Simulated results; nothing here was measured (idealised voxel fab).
process module | voxel wiring stack
cross-section cut | 275 nm wide | cells 5 nm
A cross-section is a grid of square cells, given in bands from the top down. A band is one or more rows of cells.
Each band's line starts with the height of the band's top and of its bottom, in nm. Then come its materials from left to right, each with its width in nm. One material with "throughout" fills the band from edge to edge. "air" is empty space.
Height 0 is the level under which the wafer as received is all one material. The lowest band goes on downwards, as in "0 down".
A width such as "30 to 40" changes by the same amount from each row of cells to the next, from the band's top row to its bottom row.
"no change" after a step means that no cell of the cross-section changed.
closed voids: empty space of 8 cells or more with no open way to the top, each as width x height at its distance from the left edge, in nm
after a step's settings: what the simulator itself notes on the step
overlay nm, on a step with a mask: how far to the right of its planned place the mask lay; to the left if negative
plan
1 op RECEIVE | material Si
2 op CONFORMAL_DEP | material SiO2 | thk nm 10
3 op DIRECTIONAL_DEP | material TiN | thk nm 5
4 op DIRECTIONAL_DEP | material Ru | thk nm 20
5 op DIRECTIONAL_DEP | material aC | thk nm 10
6 op PATTERN | tone cover | mask id METAL_1 | material resist | width nm 25 | pitch nm 40 | thk nm 25 | overlay nm 0
7 op DIRECTIONAL_ETCH | etch materials aC | depth nm 10
8 op STRIP | etch materials resist
9 op DIRECTIONAL_ETCH | etch materials Ru | depth nm 20
10 op DIRECTIONAL_ETCH | etch materials TiN | depth nm 5
11 op STRIP | etch materials aC
12 op CONFORMAL_DEP | material SiN | thk nm 5
13 op FILL_DEP | material lowk | thk nm 5
14 op CMP | height nm 35
15 op CONFORMAL_DEP | material SiCN | thk nm 5
16 op DIRECTIONAL_DEP | material lowk | thk nm 20
17 op PATTERN | tone open | mask id PLUG_1 | material resist | width nm 15 | pitch nm 80 | thk nm 20 | overlay nm 0
18 op DIRECTIONAL_ETCH | etch materials lowk | depth nm 20
19 op DIRECTIONAL_ETCH | etch materials SiCN | depth nm 5
20 op STRIP | etch materials resist
21 op EPI | material Ru | thk nm 10
22 op EPI | material Ru | thk nm 10
23 op EPI | material Ru | thk nm 5
24 op DIRECTIONAL_DEP | material TiN | thk nm 5
25 op DIRECTIONAL_DEP | material W | thk nm 25
26 op DIRECTIONAL_DEP | material aC | thk nm 10
27 op PATTERN | tone cover | mask id METAL_2 | material resist | width nm 25 | pitch nm 40 | thk nm 30 | overlay nm 0
28 op DIRECTIONAL_ETCH | etch materials aC | depth nm 10
29 op STRIP | etch materials resist
30 op DIRECTIONAL_ETCH | etch materials W | depth nm 25
31 op DIRECTIONAL_ETCH | etch materials TiN | depth nm 5
32 op STRIP | etch materials aC
33 op FILL_DEP | material lowk | thk nm 10
34 op CMP | height nm 90
35 op CONFORMAL_DEP | material SiN | thk nm 5
as received, after step 1
  0 down: Si throughout
  closed voids: none
first wafer at the end, as planned
  95 to 90: SiN throughout
  90 to 65: lowk 65 | W 25 | lowk 15 | W 25 | lowk 15 | W 25 | lowk 15 | W 25 | lowk 65
  65 to 60: lowk 65 | TiN 25 | lowk 15 | TiN 25 | lowk 15 | TiN 25 | lowk 15 | TiN 25 | lowk 65
  60 to 40: lowk 65 | Ru 15 | lowk 65 | Ru 15 | lowk 115
  40 to 35: SiCN 65 | Ru 15 | SiCN 65 | Ru 15 | SiCN 115
  35 to 15: lowk 60 | SiN 5 | Ru 25 | SiN 5 | lowk 5 | SiN 5 | Ru 25 | SiN 5 | lowk 5 | SiN 5 | Ru 25 | SiN 5 | lowk 5 | SiN 5 | Ru 25 | SiN 5 | lowk 60
  15 to 10: SiN 65 | TiN 25 | SiN 15 | TiN 25 | SiN 15 | TiN 25 | SiN 15 | TiN 25 | SiN 65
  10 to 0: SiO2 throughout
  0 down: Si throughout
  closed voids: none
second wafer at the end: like start, like plan, one mistake
  95 to 90: SiN throughout
  90 to 65: lowk 65 | W 25 | lowk 15 | W 25 | lowk 15 | W 25 | lowk 15 | W 25 | lowk 65
  65 to 60: lowk 65 | TiN 25 | lowk 15 | TiN 25 | lowk 15 | TiN 25 | lowk 15 | TiN 25 | lowk 65
  60 to 40: lowk 80 | Ru 65 | lowk 15 | Ru 75 | lowk 40
  40 to 35: lowk 65 | SiCN 15 | Ru 65 | SiCN 15 | Ru 75 | lowk 40
  35 to 15: lowk 60 | SiN 5 | Ru 25 | SiN 5 | lowk 5 | SiN 5 | Ru 25 | SiN 5 | lowk 5 | SiN 5 | Ru 25 | SiN 5 | lowk 5 | SiN 5 | Ru 25 | SiN 5 | lowk 60
  15 to 10: SiN 65 | TiN 25 | SiN 15 | TiN 25 | SiN 15 | TiN 25 | SiN 15 | TiN 25 | SiN 65
  10 to 0: SiO2 throughout
  0 down: Si throughout
  closed voids: none
what went wrong: step 17 ran as: op PATTERN | tone cover | mask id PLUG_1 | material resist | width nm 15 | pitch nm 80 | thk nm 20 | overlay nm 0
at the end the second wafer has, in cells: 110 more of Ru | 43 fewer of SiCN | 67 fewer of lowk
